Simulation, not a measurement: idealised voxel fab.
process module | voxel gate over fins
170 nm wide, 5 nm square cells: that's cross-section cut.
Cross-section = grid of square cells, listed top down in bands; band = one or more rows.
First you get the band's top height and its bottom height, in nm, and then the materials it's made of, left to right, with each width in nm. If you see a single material with "full width", that one covers the band edge to edge. "air" is empty space.
Counting heights begins at 0, where everything beneath is, in the wafer as received, one material. The lowest band has no bottom; it goes on downwards, as "0 nm and below" shows.
When a width is written as two numbers, as in "30->40", the first number is the width in the top row of cells of the band and the second is the width in its bottom row, and the width changes by the same amount from each row to the next.
Take "changes: none" at face value: in the step it is given for, the cross-section changed in none of its cells.
Heads up: "Sealed void listing" only lists the empty pockets with no open path to the top that are 8 cells or more, and it writes them as width x height at distance, distance from the left edge, in nm.
On a step's line, text after the settings is the simulator commenting on that step.
You can add "overlay nm" to a step's line. For a step with a mask, it describes how far the mask lay to the right of its planned position, and a negative number describes a lay to the left.
**Here's what the planned process steps look like**
- 1: RECEIVE (material Si)
- 2: CONFORMAL_DEP (material SiN; thk nm 10)
- 3: DIRECTIONAL_DEP (material aC; thk nm 10)
- 4: PATTERN (tone cover; mask id FINS; material resist; width nm 15; pitch nm 60; thk nm 30; overlay nm 0)
- 5: DIRECTIONAL_ETCH (etch materials aC; depth nm 10)
- 6: STRIP (etch materials resist)
- 7: DIRECTIONAL_ETCH (etch materials SiN; depth nm 10)
- 8: DIRECTIONAL_ETCH (etch materials Si; depth nm 35)
- 9: STRIP (etch materials aC)
- 10: OXIDIZE (depth nm 5)
- 11: FILL_DEP (material SiO2; thk nm 5)
- 12: CMP (height nm 10)
- 13: DIRECTIONAL_DEP (material aC; thk nm 15)
- 14: PATTERN (tone open; mask id RAIL; material resist; width nm 15; thk nm 30; overlay nm 0)
- 15: DIRECTIONAL_ETCH (etch materials aC; depth nm 15)
- 16: STRIP (etch materials resist)
- 17: DIRECTIONAL_ETCH (etch materials SiO2; depth nm 40)
- 18: STRIP (etch materials aC)
- 19: CONFORMAL_DEP (material TiN; thk nm 5)
- 20: FILL_DEP (material Ru; thk nm 10)
- 21: CMP (height nm 10)
- 22: SELECTIVE_ETCH (etch materials W Ru TiN; depth nm 30)
- 23: FILL_DEP (material SiO2; thk nm 5)
- 24: CMP (height nm 10)
- 25: SELECTIVE_ETCH (etch materials SiO2; depth nm 25)
- 26: STRIP (etch materials SiN)
- 27: CONFORMAL_DEP (material HfO2; thk nm 5)
- 28: CONFORMAL_DEP (material TiN; thk nm 5)
- 29: CONFORMAL_DEP (material TiAl; thk nm 5)
- 30: CONFORMAL_DEP (material TiN; thk nm 5)
- 31: FILL_DEP (material W; thk nm 15)
- 32: CMP (height nm 30)
- 33: CONFORMAL_DEP (material SiCN; thk nm 5)
**As-received wafer cross-section (after step 1)**
> 0 nm and below: Si full width
> Sealed void listing: none
**Same starting wafer, same plan as above, one mistake in the execution; this is the cross-section at the end of the module**
> 35 nm to 30 nm: SiCN full width
> 30 nm to 20 nm: W full width
> 20 nm to 15 nm: 30 W, 45 TiAl, 15 W, 45 TiAl, 35 W
> 15 nm to 5 nm: 30 W, 5 TiAl, 35 TiN, 5 TiAl, 15 W, 5 TiAl, 35 TiN, 5 TiAl, 35 W
> 5 nm to 0 nm: 35 TiAl, 10 TiN, 15 HfO2, 10 TiN, 25 TiAl, 10 TiN, 15 HfO2, 10 TiN, 40 TiAl
> 0 nm to -10 nm: 45 TiN, 5 HfO2, 5 Si, 5 HfO2, 45 TiN, 5 HfO2, 5 Si, 5 HfO2, 50 TiN
> -10 nm to -15 nm: 50 HfO2, 5 Si, 55 HfO2, 5 Si, 55 HfO2
> -15 nm to -20 nm: 50 SiO2, 5 Si, 55 SiO2, 5 Si, 55 SiO2
> -20 nm to -25 nm: 50 SiO2, 5 Si, 20 SiO2, 5 TiN, 5 Ru, 5 TiN, 20 SiO2, 5 Si, 55 SiO2
> -25 nm to -30 nm: 50 SiO2, 5 Si, 20 SiO2, 15 TiN, 20 SiO2, 5 Si, 55 SiO2
> -30 nm to -40 nm: 50 SiO2, 5 Si, 55 SiO2, 5 Si, 55 SiO2
> -40 nm and below: Si full width
> Sealed void listing: none
Deviation noted in wafer processing: step 29 ran in the slot meant for step 30, and vice versa
